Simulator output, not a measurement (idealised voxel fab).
Process module heading - voxel transistor to metal
Square cells of 5 nm make up the cross-section cut, whose width is 295 nm.
In what follows, cross-sections appear as grids of square cells, described through bands that run from the top down, where every band is one or more rows of cells.
Top height, bottom height, nm. Materials left to right, width each, nm. Single material + "edge to edge" = fills band edge to edge. "blank" = empty.
Ref level 0: as-received wafer is one material below here. Bottom band extends down with no lower bound ("0 and below").
When a width is written as two numbers, as in "30..40", the first number is the width in the top row of cells of the band and the second is the width in its bottom row, and the width changes by the same amount from each row to the next.
A step reported as "changes: none" is a step in which no cell of the cross-section changed.
The entry titled "Closed void table" provides the empty spaces that have no open way to the top, restricted to those of 8 cells or more. Each is presented as width x height at distance, the distance being measured from the left edge, with all three in nm.
Formally, on a step line, whatever follows the settings is a remark that the simulator itself makes on the step.
"overlay nm" answers the question of how far to the right of plan the mask lay on a step that has a mask, and when it is negative the answer is to the left.

-- The steps planned for the process are as follows
1 RECEIVE with material Si
2 OXIDIZE with depth nm 5
3 CONFORMAL_DEP with material SiN, thk nm 15
4 DIRECTIONAL_DEP with material aC, thk nm 10
5 PATTERN with tone cover, mask id ACTIVE, material resist, width nm 95, pitch nm 125, thk nm 30, overlay nm 0
6 DIRECTIONAL_ETCH with etch materials aC, depth nm 10
7 STRIP with etch materials resist
8 DIRECTIONAL_ETCH with etch materials SiN, depth nm 15
9 DIRECTIONAL_ETCH with etch materials SiO2, depth nm 5
10 DIRECTIONAL_ETCH with etch materials Si, depth nm 30
11 STRIP with etch materials aC
12 OXIDIZE with depth nm 5
13 FILL_DEP with material SiO2, thk nm 10
14 CMP with height nm 15
15 SELECTIVE_ETCH with etch materials SiO2, depth nm 10
16 STRIP with etch materials SiN
17 SELECTIVE_ETCH with etch materials SiO2, depth nm 5
18 OXIDIZE with depth nm 5
19 DIRECTIONAL_DEP with material polySi, thk nm 20
20 DIRECTIONAL_DEP with material SiCN, thk nm 10
21 PATTERN with tone cover, mask id GATE, material resist, width nm 15, pitch nm 125, thk nm 15, overlay nm 0
22 DIRECTIONAL_ETCH with etch materials SiCN, depth nm 20
23 DIRECTIONAL_ETCH with etch materials polySi, depth nm 30
24 STRIP with etch materials resist
25 CONFORMAL_DEP with material SiN, thk nm 5
26 DIRECTIONAL_ETCH with etch materials SiN, depth nm 5
27 DIRECTIONAL_ETCH with etch materials SiO2, depth nm 5
28 DIRECTIONAL_ETCH with etch materials Si, depth nm 10
29 EPI with material SiGe, thk nm 15
30 FILL_DEP with material SiO2, thk nm 5
31 CMP with height nm 25
32 DIRECTIONAL_DEP with material SiO2, thk nm 15
33 MASKED_ETCH with tone open, mask id CONTACT, width nm 25, etch materials SiO2, depth nm 45, overlay nm 0
34 CONFORMAL_DEP with material TiN, thk nm 5
35 FILL_DEP with material Ru, thk nm 5
36 CMP with height nm 40
37 DIRECTIONAL_DEP with material TiN, thk nm 5
38 DIRECTIONAL_DEP with material Ru, thk nm 15
39 MASKED_ETCH with tone cover, mask id METAL_1, width nm 15, etch materials Ru, depth nm 15, overlay nm 0
40 MASKED_ETCH with tone cover, mask id METAL_1, width nm 15, etch materials TiN, depth nm 5, overlay nm 0
41 CONFORMAL_DEP with material SiCN, thk nm 5
42 FILL_DEP with material lowk, thk nm 10
43 CMP with height nm 60
44 CONFORMAL_DEP with material SiN, thk nm 5

-- First of two wafers, with the run carried out as planned

-- Cross-section of the wafer at receipt, which is the condition after step 1
* 0 and below = Si edge to edge
* Closed void table: none

-- Once step 2 is through, the wafer looks like this in cross-section
* 0 down to -5 = SiO2 edge to edge
* Below -5 it's all the same as before, nothing changed down there.

-- Once step 3 is through, the wafer looks like this in cross-section
* 15 down to 0 = SiN edge to edge
* Below 0 it's all the same as before, nothing changed down there.

-- Once step 4 is through, the wafer looks like this in cross-section
* 25 down to 15 = aC edge to edge
* Below 15 it's all the same as before, nothing changed down there.

-- Once step 5 is through, the wafer looks like this in cross-section
* 55 down to 25 = 35 blank; 95 resist; 30 blank; 95 resist; 40 blank
* Below 25 it's all the same as before, nothing changed down there.

-- Once step 6 is through, the wafer looks like this in cross-section
* 45 down to 25 = 35 blank; 95 resist; 30 blank; 95 resist; 40 blank
* 25 down to 15 = 35 blank; 95 aC; 30 blank; 95 aC; 40 blank
* Below 15 it's all the same as before, nothing changed down there.

-- Once step 7 is through, the wafer looks like this in cross-section
* 25 down to 15 = 35 blank; 95 aC; 30 blank; 95 aC; 40 blank
* Below 15 it's all the same as before, nothing changed down there.

-- Once step 8 is through, the wafer looks like this in cross-section
* 25 down to 15 = 35 blank; 95 aC; 30 blank; 95 aC; 40 blank
* 15 down to 0 = 35 blank; 95 SiN; 30 blank; 95 SiN; 40 blank
* Below 0 it's all the same as before, nothing changed down there.

-- Once step 9 is through, the wafer looks like this in cross-section
* 25 down to 15 = 35 blank; 95 aC; 30 blank; 95 aC; 40 blank
* 15 down to 0 = 35 blank; 95 SiN; 30 blank; 95 SiN; 40 blank
* 0 down to -5 = 35 blank; 95 SiO2; 30 blank; 95 SiO2; 40 blank
* Below -5 it's all the same as before, nothing changed down there.

-- Once step 10 is through, the wafer looks like this in cross-section
* 25 down to 15 = 35 blank; 95 aC; 30 blank; 95 aC; 40 blank
* 15 down to 0 = 35 blank; 95 SiN; 30 blank; 95 SiN; 40 blank
* 0 down to -5 = 35 blank; 95 SiO2; 30 blank; 95 SiO2; 40 blank
* -5 down to -35 = 35 blank; 95 Si; 30 blank; 95 Si; 40 blank
* Below -35 it's all the same as before, nothing changed down there.

-- Once step 11 is through, the wafer looks like this in cross-section
* 15 down to 0 = 35 blank; 95 SiN; 30 blank; 95 SiN; 40 blank
* Below 0 it's all the same as before, nothing changed down there.

-- Once step 12 is through, the wafer looks like this in cross-section
* 15 down to 0 = 35 blank; 95 SiN; 30 blank; 95 SiN; 40 blank
* 0 down to -5 = 35 blank; 95 SiO2; 30 blank; 95 SiO2; 40 blank
* -5 down to -35 = 35 blank; 5 SiO2; 85 Si; 5 SiO2; 30 blank; 5 SiO2; 85 Si; 5 SiO2; 40 blank
* -35 down to -40 = 40 SiO2; 85 Si; 40 SiO2; 85 Si; 45 SiO2
* Below -40 it's all the same as before, nothing changed down there.

-- Once step 13 is through, the wafer looks like this in cross-section
* 25 down to 15 = SiO2 edge to edge
* 15 down to 0 = 35 SiO2; 95 SiN; 30 SiO2; 95 SiN; 40 SiO2
* 0 down to -5 = SiO2 edge to edge
* -5 down to -40 = 40 SiO2; 85 Si; 40 SiO2; 85 Si; 45 SiO2
* Below -40 it's all the same as before, nothing changed down there.

-- Once step 14 is through, the wafer looks like this in cross-section
* 15 down to 0 = 35 SiO2; 95 SiN; 30 SiO2; 95 SiN; 40 SiO2
* Below 0 it's all the same as before, nothing changed down there.

-- Once step 15 is through, the wafer looks like this in cross-section
* 15 down to 5 = 35 blank; 95 SiN; 30 blank; 95 SiN; 40 blank
* Below 5 it's all the same as before, nothing changed down there.

-- Once step 16 is through, the wafer looks like this in cross-section
* 5 down to 0 = 35 SiO2; 95 blank; 30 SiO2; 95 blank; 40 SiO2
* Below 0 it's all the same as before, nothing changed down there.

-- Once step 17 is through, the wafer looks like this in cross-section
* 0 down to -5 = 30 SiO2; 105 blank; 20 SiO2; 105 blank; 35 SiO2
* Below -5 it's all the same as before, nothing changed down there.

-- Once step 18 is through, the wafer looks like this in cross-section
* 0 down to -5 = 30 SiO2; 105 blank; 20 SiO2; 105 blank; 35 SiO2
* -5 down to -10 = SiO2 edge to edge
* Below -10 it's all the same as before, nothing changed down there.

-- Once step 19 is through, the wafer looks like this in cross-section
* 20 down to 15 = 30 polySi; 105 blank; 20 polySi; 105 blank; 35 polySi
* 15 down to 0 = polySi edge to edge
* 0 down to -5 = 30 SiO2; 105 polySi; 20 SiO2; 105 polySi; 35 SiO2
* Below -5 it's all the same as before, nothing changed down there.

-- Once step 20 is through, the wafer looks like this in cross-section
* 30 down to 25 = 30 SiCN; 105 blank; 20 SiCN; 105 blank; 35 SiCN
* 25 down to 20 = SiCN edge to edge
* 20 down to 15 = 30 polySi; 105 SiCN; 20 polySi; 105 SiCN; 35 polySi
* Below 15 it's all the same as before, nothing changed down there.

-- Once step 21 is through, the wafer looks like this in cross-section
* 45 down to 30 = 75 blank; 15 resist; 110 blank; 15 resist; 80 blank
* 30 down to 25 = 30 SiCN; 45 blank; 15 resist; 45 blank; 20 SiCN; 45 blank; 15 resist; 45 blank; 35 SiCN
* Below 25 it's all the same as before, nothing changed down there.

-- Once step 22 is through, the wafer looks like this in cross-section
* 45 down to 25 = 75 blank; 15 resist; 110 blank; 15 resist; 80 blank
* 25 down to 20 = 75 blank; 15 SiCN; 110 blank; 15 SiCN; 80 blank
* 20 down to 15 = 30 polySi; 45 blank; 15 SiCN; 45 blank; 20 polySi; 45 blank; 15 SiCN; 45 blank; 35 polySi
* Below 15 it's all the same as before, nothing changed down there.

-- Once step 23 is through, the wafer looks like this in cross-section
* 45 down to 25 = 75 blank; 15 resist; 110 blank; 15 resist; 80 blank
* 25 down to 15 = 75 blank; 15 SiCN; 110 blank; 15 SiCN; 80 blank
* 15 down to 0 = 75 blank; 15 polySi; 110 blank; 15 polySi; 80 blank
* 0 down to -5 = 30 SiO2; 45 blank; 15 polySi; 45 blank; 20 SiO2; 45 blank; 15 polySi; 45 blank; 35 SiO2
* Below -5 it's all the same as before, nothing changed down there.

-- Once step 24 is through, the wafer looks like this in cross-section
* 25 down to 15 = 75 blank; 15 SiCN; 110 blank; 15 SiCN; 80 blank
* Below 15 it's all the same as before, nothing changed down there.

-- Once step 25 is through, the wafer looks like this in cross-section
* 30 down to 25 = 70 blank; 25 SiN; 100 blank; 25 SiN; 75 blank
* 25 down to 15 = 70 blank; 5 SiN; 15 SiCN; 5 SiN; 100 blank; 5 SiN; 15 SiCN; 5 SiN; 75 blank
* 15 down to 5 = 70 blank; 5 SiN; 15 polySi; 5 SiN; 100 blank; 5 SiN; 15 polySi; 5 SiN; 75 blank
* 5 down to 0 = 35 SiN; 35 blank; 5 SiN; 15 polySi; 5 SiN; 35 blank; 30 SiN; 35 blank; 5 SiN; 15 polySi; 5 SiN; 35 blank; 40 SiN
* 0 down to -5 = 30 SiO2; 45 SiN; 15 polySi; 45 SiN; 20 SiO2; 45 SiN; 15 polySi; 45 SiN; 35 SiO2
* Below -5 it's all the same as before, nothing changed down there.

-- Once step 26 is through, the wafer looks like this in cross-section
* 25 down to 15 = 70 blank; 5 SiN; 15 SiCN; 5 SiN; 100 blank; 5 SiN; 15 SiCN; 5 SiN; 75 blank
* 15 down to 0 = 70 blank; 5 SiN; 15 polySi; 5 SiN; 100 blank; 5 SiN; 15 polySi; 5 SiN; 75 blank
* 0 down to -5 = 30 SiO2; 5 SiN; 35 blank; 5 SiN; 15 polySi; 5 SiN; 35 blank; 5 SiN; 20 SiO2; 5 SiN; 35 blank; 5 SiN; 15 polySi; 5 SiN; 35 blank; 5 SiN; 35 SiO2
* Below -5 it's all the same as before, nothing changed down there.

-- Once step 27 is through, the wafer looks like this in cross-section
* 25 down to 15 = 70 blank; 5 SiN; 15 SiCN; 5 SiN; 100 blank; 5 SiN; 15 SiCN; 5 SiN; 75 blank
* 15 down to 0 = 70 blank; 5 SiN; 15 polySi; 5 SiN; 100 blank; 5 SiN; 15 polySi; 5 SiN; 75 blank
* 0 down to -5 = 30 blank; 5 SiN; 35 blank; 5 SiN; 15 polySi; 5 SiN; 35 blank; 5 SiN; 20 blank; 5 SiN; 35 blank; 5 SiN; 15 polySi; 5 SiN; 35 blank; 5 SiN; 35 blank
* -5 down to -10 = 35 SiO2; 35 blank; 25 SiO2; 35 blank; 30 SiO2; 35 blank; 25 SiO2; 35 blank; 40 SiO2
* Below -10 it's all the same as before, nothing changed down there.

-- Once step 28 is through, the wafer looks like this in cross-section
* 25 down to 15 = 70 blank; 5 SiN; 15 SiCN; 5 SiN; 100 blank; 5 SiN; 15 SiCN; 5 SiN; 75 blank
* 15 down to 0 = 70 blank; 5 SiN; 15 polySi; 5 SiN; 100 blank; 5 SiN; 15 polySi; 5 SiN; 75 blank
* 0 down to -5 = 30 blank; 5 SiN; 35 blank; 5 SiN; 15 polySi; 5 SiN; 35 blank; 5 SiN; 20 blank; 5 SiN; 35 blank; 5 SiN; 15 polySi; 5 SiN; 35 blank; 5 SiN; 35 blank
* -5 down to -10 = 35 SiO2; 35 blank; 25 SiO2; 35 blank; 30 SiO2; 35 blank; 25 SiO2; 35 blank; 40 SiO2
* -10 down to -20 = 40 SiO2; 30 blank; 25 Si; 30 blank; 40 SiO2; 30 blank; 25 Si; 30 blank; 45 SiO2
* Below -20 it's all the same as before, nothing changed down there.

-- Once step 29 is through, the wafer looks like this in cross-section
* 25 down to 15 = 70 blank; 5 SiN; 15 SiCN; 5 SiN; 100 blank; 5 SiN; 15 SiCN; 5 SiN; 75 blank
* 15 down to 5 = 70 blank; 5 SiN; 15 polySi; 5 SiN; 100 blank; 5 SiN; 15 polySi; 5 SiN; 75 blank
* 5 down to 0 = 55 blank; 15 SiGe; 5 SiN; 15 polySi; 5 SiN; 15 SiGe; 70 blank; 15 SiGe; 5 SiN; 15 polySi; 5 SiN; 15 SiGe; 60 blank
* 0 down to -5 = 30 blank; 5 SiN; 20 blank; 15 SiGe; 5 SiN; 15 polySi; 5 SiN; 15 SiGe; 20 blank; 5 SiN; 20 blank; 5 SiN; 20 blank; 15 SiGe; 5 SiN; 15 polySi; 5 SiN; 15 SiGe; 20 blank; 5 SiN; 35 blank
* -5 down to -10 = 35 SiO2; 35 SiGe; 25 SiO2; 35 SiGe; 30 SiO2; 35 SiGe; 25 SiO2; 35 SiGe; 40 SiO2
* -10 down to -20 = 40 SiO2; 30 SiGe; 25 Si; 30 SiGe; 40 SiO2; 30 SiGe; 25 Si; 30 SiGe; 45 SiO2
* Below -20 it's all the same as before, nothing changed down there.

-- Once step 30 is through, the wafer looks like this in cross-section
* 30 down to 25 = SiO2 edge to edge
* 25 down to 15 = 70 SiO2; 5 SiN; 15 SiCN; 5 SiN; 100 SiO2; 5 SiN; 15 SiCN; 5 SiN; 75 SiO2
* 15 down to 5 = 70 SiO2; 5 SiN; 15 polySi; 5 SiN; 100 SiO2; 5 SiN; 15 polySi; 5 SiN; 75 SiO2
* 5 down to 0 = 55 SiO2; 15 SiGe; 5 SiN; 15 polySi; 5 SiN; 15 SiGe; 70 SiO2; 15 SiGe; 5 SiN; 15 polySi; 5 SiN; 15 SiGe; 60 SiO2
* 0 down to -5 = 30 SiO2; 5 SiN; 20 SiO2; 15 SiGe; 5 SiN; 15 polySi; 5 SiN; 15 SiGe; 20 SiO2; 5 SiN; 20 SiO2; 5 SiN; 20 SiO2; 15 SiGe; 5 SiN; 15 polySi; 5 SiN; 15 SiGe; 20 SiO2; 5 SiN; 35 SiO2
* Below -5 it's all the same as before, nothing changed down there.

-- Once step 31 is through, the wafer looks like this in cross-section
* 25 down to 15 = 70 SiO2; 5 SiN; 15 SiCN; 5 SiN; 100 SiO2; 5 SiN; 15 SiCN; 5 SiN; 75 SiO2
* Below 15 it's all the same as before, nothing changed down there.

-- Once step 32 is through, the wafer looks like this in cross-section
* 40 down to 25 = SiO2 edge to edge
* Below 25 it's all the same as before, nothing changed down there.

-- Once step 33 is through, the wafer looks like this in cross-section
* 40 down to 25 = 45 SiO2; 25 blank; 25 SiO2; 25 blank; 50 SiO2; 25 blank; 25 SiO2; 25 blank; 50 SiO2
* 25 down to 15 = 45 SiO2; 25 blank; 5 SiN; 15 SiCN; 5 SiN; 25 blank; 50 SiO2; 25 blank; 5 SiN; 15 SiCN; 5 SiN; 25 blank; 50 SiO2
* 15 down to 5 = 45 SiO2; 25 blank; 5 SiN; 15 polySi; 5 SiN; 25 blank; 50 SiO2; 25 blank; 5 SiN; 15 polySi; 5 SiN; 25 blank; 50 SiO2
* 5 down to 0 = 45 SiO2; 10 blank; 15 SiGe; 5 SiN; 15 polySi; 5 SiN; 15 SiGe; 10 blank; 50 SiO2; 10 blank; 15 SiGe; 5 SiN; 15 polySi; 5 SiN; 15 SiGe; 10 blank; 50 SiO2
* 0 down to -5 = 30 SiO2; 5 SiN; 10 SiO2; 10 blank; 15 SiGe; 5 SiN; 15 polySi; 5 SiN; 15 SiGe; 10 blank; 10 SiO2; 5 SiN; 20 SiO2; 5 SiN; 10 SiO2; 10 blank; 15 SiGe; 5 SiN; 15 polySi; 5 SiN; 15 SiGe; 10 blank; 10 SiO2; 5 SiN; 35 SiO2
* Below -5 it's all the same as before, nothing changed down there.

-- Once step 34 is through, the wafer looks like this in cross-section
* 45 down to 40 = 50 TiN; 15 blank; 35 TiN; 15 blank; 60 TiN; 15 blank; 35 TiN; 15 blank; 55 TiN
* 40 down to 25 = 45 SiO2; 5 TiN; 15 blank; 5 TiN; 25 SiO2; 5 TiN; 15 blank; 5 TiN; 50 SiO2; 5 TiN; 15 blank; 5 TiN; 25 SiO2; 5 TiN; 15 blank; 5 TiN; 50 SiO2
* 25 down to 15 = 45 SiO2; 5 TiN; 15 blank; 5 TiN; 5 SiN; 15 SiCN; 5 SiN; 5 TiN; 15 blank; 5 TiN; 50 SiO2; 5 TiN; 15 blank; 5 TiN; 5 SiN; 15 SiCN; 5 SiN; 5 TiN; 15 blank; 5 TiN; 50 SiO2
* 15 down to 10 = 45 SiO2; 5 TiN; 15 blank; 5 TiN; 5 SiN; 15 polySi; 5 SiN; 5 TiN; 15 blank; 5 TiN; 50 SiO2; 5 TiN; 15 blank; 5 TiN; 5 SiN; 15 polySi; 5 SiN; 5 TiN; 15 blank; 5 TiN; 50 SiO2
* 10 down to 5 = 45 SiO2; 25 TiN; 5 SiN; 15 polySi; 5 SiN; 25 TiN; 50 SiO2; 25 TiN; 5 SiN; 15 polySi; 5 SiN; 25 TiN; 50 SiO2
* 5 down to 0 = 45 SiO2; 10 TiN; 15 SiGe; 5 SiN; 15 polySi; 5 SiN; 15 SiGe; 10 TiN; 50 SiO2; 10 TiN; 15 SiGe; 5 SiN; 15 polySi; 5 SiN; 15 SiGe; 10 TiN; 50 SiO2
* 0 down to -5 = 30 SiO2; 5 SiN; 10 SiO2; 10 TiN; 15 SiGe; 5 SiN; 15 polySi; 5 SiN; 15 SiGe; 10 TiN; 10 SiO2; 5 SiN; 20 SiO2; 5 SiN; 10 SiO2; 10 TiN; 15 SiGe; 5 SiN; 15 polySi; 5 SiN; 15 SiGe; 10 TiN; 10 SiO2; 5 SiN; 35 SiO2
* Below -5 it's all the same as before, nothing changed down there.

-- Once step 35 is through, the wafer looks like this in cross-section
* 50 down to 45 = Ru edge to edge
* 45 down to 40 = 50 TiN; 15 Ru; 35 TiN; 15 Ru; 60 TiN; 15 Ru; 35 TiN; 15 Ru; 55 TiN
* 40 down to 25 = 45 SiO2; 5 TiN; 15 Ru; 5 TiN; 25 SiO2; 5 TiN; 15 Ru; 5 TiN; 50 SiO2; 5 TiN; 15 Ru; 5 TiN; 25 SiO2; 5 TiN; 15 Ru; 5 TiN; 50 SiO2
* 25 down to 15 = 45 SiO2; 5 TiN; 15 Ru; 5 TiN; 5 SiN; 15 SiCN; 5 SiN; 5 TiN; 15 Ru; 5 TiN; 50 SiO2; 5 TiN; 15 Ru; 5 TiN; 5 SiN; 15 SiCN; 5 SiN; 5 TiN; 15 Ru; 5 TiN; 50 SiO2
* 15 down to 10 = 45 SiO2; 5 TiN; 15 Ru; 5 TiN; 5 SiN; 15 polySi; 5 SiN; 5 TiN; 15 Ru; 5 TiN; 50 SiO2; 5 TiN; 15 Ru; 5 TiN; 5 SiN; 15 polySi; 5 SiN; 5 TiN; 15 Ru; 5 TiN; 50 SiO2
* Below 10 it's all the same as before, nothing changed down there.

-- Once step 36 is through, the wafer looks like this in cross-section
* 40 down to 25 = 45 SiO2; 5 TiN; 15 Ru; 5 TiN; 25 SiO2; 5 TiN; 15 Ru; 5 TiN; 50 SiO2; 5 TiN; 15 Ru; 5 TiN; 25 SiO2; 5 TiN; 15 Ru; 5 TiN; 50 SiO2
* Below 25 it's all the same as before, nothing changed down there.

-- Once step 37 is through, the wafer looks like this in cross-section
* 45 down to 40 = TiN edge to edge
* Below 40 it's all the same as before, nothing changed down there.

-- Once step 38 is through, the wafer looks like this in cross-section
* 60 down to 45 = Ru edge to edge
* Below 45 it's all the same as before, nothing changed down there.

-- Once step 39 is through, the wafer looks like this in cross-section
* 60 down to 45 = 45 blank; 15 Ru; 45 blank; 15 Ru; 50 blank; 15 Ru; 45 blank; 15 Ru; 50 blank
* Below 45 it's all the same as before, nothing changed down there.

-- Once step 40 is through, the wafer looks like this in cross-section
* 60 down to 45 = 45 blank; 15 Ru; 45 blank; 15 Ru; 50 blank; 15 Ru; 45 blank; 15 Ru; 50 blank
* 45 down to 40 = 45 blank; 15 TiN; 45 blank; 15 TiN; 50 blank; 15 TiN; 45 blank; 15 TiN; 50 blank
* Below 40 it's all the same as before, nothing changed down there.

-- Once step 41 is through, the wafer looks like this in cross-section
* 65 down to 60 = 40 blank; 25 SiCN; 35 blank; 25 SiCN; 40 blank; 25 SiCN; 35 blank; 25 SiCN; 45 blank
* 60 down to 45 = 40 blank; 5 SiCN; 15 Ru; 5 SiCN; 35 blank; 5 SiCN; 15 Ru; 5 SiCN; 40 blank; 5 SiCN; 15 Ru; 5 SiCN; 35 blank; 5 SiCN; 15 Ru; 5 SiCN; 45 blank
* 45 down to 40 = 45 SiCN; 15 TiN; 45 SiCN; 15 TiN; 50 SiCN; 15 TiN; 45 SiCN; 15 TiN; 50 SiCN
* Below 40 it's all the same as before, nothing changed down there.

-- Once step 42 is through, the wafer looks like this in cross-section
* 75 down to 65 = lowk edge to edge
* 65 down to 60 = 40 lowk; 25 SiCN; 35 lowk; 25 SiCN; 40 lowk; 25 SiCN; 35 lowk; 25 SiCN; 45 lowk
* 60 down to 45 = 40 lowk; 5 SiCN; 15 Ru; 5 SiCN; 35 lowk; 5 SiCN; 15 Ru; 5 SiCN; 40 lowk; 5 SiCN; 15 Ru; 5 SiCN; 35 lowk; 5 SiCN; 15 Ru; 5 SiCN; 45 lowk
* Below 45 it's all the same as before, nothing changed down there.

-- Once step 43 is through, the wafer looks like this in cross-section
* 60 down to 45 = 40 lowk; 5 SiCN; 15 Ru; 5 SiCN; 35 lowk; 5 SiCN; 15 Ru; 5 SiCN; 40 lowk; 5 SiCN; 15 Ru; 5 SiCN; 35 lowk; 5 SiCN; 15 Ru; 5 SiCN; 45 lowk
* Below 45 it's all the same as before, nothing changed down there.

-- Once step 44 is through, the wafer looks like this in cross-section
* 65 down to 60 = SiN edge to edge
* Below 60 it's all the same as before, nothing changed down there.

-- Wafer two: like wafer one in start and plan, but with one mistake in execution; identical up to and including step 38

-- The second wafer in cross-section, at the planned close of step 39
* 60 down to 45 = 45 Ru; 15 blank; 45 Ru; 15 blank; 50 Ru; 15 blank; 45 Ru; 15 blank; 50 Ru
* Below 45 it's all the same as before, nothing changed down there.

The second wafer in cross-section, at the planned close of step 40: changes: none

-- The second wafer in cross-section, at the planned close of step 41
* 65 down to 60 = 50 SiCN; 5 blank; 55 SiCN; 5 blank; 60 SiCN; 5 blank; 55 SiCN; 5 blank; 55 SiCN
* 60 down to 50 = 45 Ru; 5 SiCN; 5 blank; 5 SiCN; 45 Ru; 5 SiCN; 5 blank; 5 SiCN; 50 Ru; 5 SiCN; 5 blank; 5 SiCN; 45 Ru; 5 SiCN; 5 blank; 5 SiCN; 50 Ru
* 50 down to 45 = 45 Ru; 15 SiCN; 45 Ru; 15 SiCN; 50 Ru; 15 SiCN; 45 Ru; 15 SiCN; 50 Ru
* Below 45 it's all the same as before, nothing changed down there.

-- The second wafer in cross-section, at the planned close of step 42
* 75 down to 65 = lowk edge to edge
* 65 down to 60 = 50 SiCN; 5 lowk; 55 SiCN; 5 lowk; 60 SiCN; 5 lowk; 55 SiCN; 5 lowk; 55 SiCN
* 60 down to 50 = 45 Ru; 5 SiCN; 5 lowk; 5 SiCN; 45 Ru; 5 SiCN; 5 lowk; 5 SiCN; 50 Ru; 5 SiCN; 5 lowk; 5 SiCN; 45 Ru; 5 SiCN; 5 lowk; 5 SiCN; 50 Ru
* Below 50 it's all the same as before, nothing changed down there.

-- The second wafer in cross-section, at the planned close of step 43
* 60 down to 50 = 45 Ru; 5 SiCN; 5 lowk; 5 SiCN; 45 Ru; 5 SiCN; 5 lowk; 5 SiCN; 50 Ru; 5 SiCN; 5 lowk; 5 SiCN; 45 Ru; 5 SiCN; 5 lowk; 5 SiCN; 50 Ru
* Below 50 it's all the same as before, nothing changed down there.

-- The second wafer in cross-section, at the planned close of step 44
* 65 down to 60 = SiN edge to edge
* Below 60 it's all the same as before, nothing changed down there.
what went wrong: off-plan run, step 39, actual operation and settings MASKED_ETCH with tone open, mask id METAL_1, width nm 15, etch materials Ru, depth nm 15, overlay nm 0
The final cell counts differ between the wafers, with the second having more or fewer of some materials than the first: 105 more of Ru, 43 fewer of SiCN, 47 more of TiN, 109 fewer of lowk
